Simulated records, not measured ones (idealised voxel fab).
Process module, titled voxel self aligned contacts
Section cut is 290 nm wide and gridded with 5 nm square cells.
In what follows, cross-sections appear as grids of square cells, described through bands that run from the top down, where every band is one or more rows of cells.
Each band's line starts with the height of the band's top and of its bottom, in nm. Then come its materials from left to right, each with its width in nm. One material with "everywhere" fills the band from edge to edge. "blank" is empty space.
We count height from 0. Below that, the starting wafer is all one material. The lowest band never ends at the bottom but goes on down; see "top 0, no bottom" for how that is written.
A width such as "30 to 40" changes by the same amount from each row of cells to the next, from the band's top row to its bottom row.
"no modification" -> step changed no cross-section cell.
Under "Completely sealed voids" you'll find the enclosed gaps, the ones with no way out to the top, that are 8 cells or bigger; each reads width x height at distance, with distance counted from the left edge, everything in nm.
Note: text after step settings on the step line = simulator remark on that step.
Regarding "overlay nm": on a step with a mask, it is the distance the mask lay to the right of its planned place; a negative value places it to the left.
## List of planned process steps
1 RECEIVE [material Si]
2 OXIDIZE [depth nm 5]
3 DIRECTIONAL_DEP [material polySi] [thk nm 25]
4 DIRECTIONAL_DEP [material SiN] [thk nm 20]
5 DIRECTIONAL_DEP [material aC] [thk nm 15]
6 PATTERN [tone cover] [mask id GATE] [material resist] [width nm 25] [pitch nm 70] [thk nm 30] [overlay nm 0]
7 DIRECTIONAL_ETCH [etch materials aC] [depth nm 15]
8 STRIP [etch materials resist]
9 DIRECTIONAL_ETCH [etch materials SiN] [depth nm 20]
10 DIRECTIONAL_ETCH [etch materials polySi] [depth nm 25]
11 STRIP [etch materials aC]
12 CONFORMAL_DEP [material SiN] [thk nm 10]
13 DIRECTIONAL_ETCH [etch materials SiN] [depth nm 10]
14 FILL_DEP [material SiO2] [thk nm 20]
15 CMP [height nm 55]
16 MASKED_ETCH [tone open] [mask id CONTACT] [width nm 55] [etch materials SiO2] [depth nm 60] [overlay nm 0]
17 CONFORMAL_DEP [material TiN] [thk nm 5]
18 FILL_DEP [material W] [thk nm 10]
19 CMP [height nm 55]
20 CONFORMAL_DEP [material SiN] [thk nm 5]
## Cross-section: wafer on arrival = after step 1
  top 0, no bottom  Si everywhere
  Completely sealed voids: none
## Cross-section: first of two wafers, module finished, run according to plan
  top 60, bottom 55  SiN everywhere
  top 55, bottom 45  115 nm SiO2, then 5 to 20 nm TiN, then 45 to 15 nm W, then 5 to 20 nm TiN, then 120 nm SiO2
  top 45, bottom 25  85 nm SiO2, then 45 nm SiN, then 5 nm TiN, then 15 nm W, then 5 nm TiN, then 45 nm SiN, then 90 nm SiO2
  top 25, bottom 0  85 nm SiO2, then 10 nm SiN, then 25 nm polySi, then 10 nm SiN, then 5 nm TiN, then 15 nm W, then 5 nm TiN, then 10 nm SiN, then 25 nm polySi, then 10 nm SiN, then 90 nm SiO2
  top 0, bottom -5  130 nm SiO2, then 25 nm TiN, then 135 nm SiO2
  top -5, no bottom  Si everywhere
  Completely sealed voids: none
## Wafer two (of two), end-of-module cross-section: start = wafer one, plan = wafer one, one run mistake
  top 60, bottom 55  SiN everywhere
  top 55, bottom 45  115 nm SiO2, then 5 to 20 nm TiN, then 45 to 15 nm W, then 5 to 20 nm TiN, then 120 nm SiO2
  top 45, bottom 40  85 nm SiO2, then 45 nm SiN, then 5 nm TiN, then 15 nm W, then 5 nm TiN, then 45 nm SiN, then 90 nm SiO2
  top 40, bottom 35  85 nm SiO2, then 45 nm SiN, then 25 nm TiN, then 45 nm SiN, then 90 nm SiO2
  top 35, bottom 25  SiN everywhere
  top 25, bottom 0  polySi everywhere
  top 0, bottom -5  SiO2 everywhere
  top -5, no bottom  Si everywhere
  Completely sealed voids: none
The mistake made against the process plan was this: step 9 deviated from plan and actually ran as DIRECTIONAL_ETCH [etch materials SiN] [depth nm 10]
Wrapping up, a cell-based count of both wafers puts the second over or under the first for these materials: 40 more of SiN; 240 fewer of SiO2; 16 fewer of TiN; 24 fewer of W; 240 more of polySi
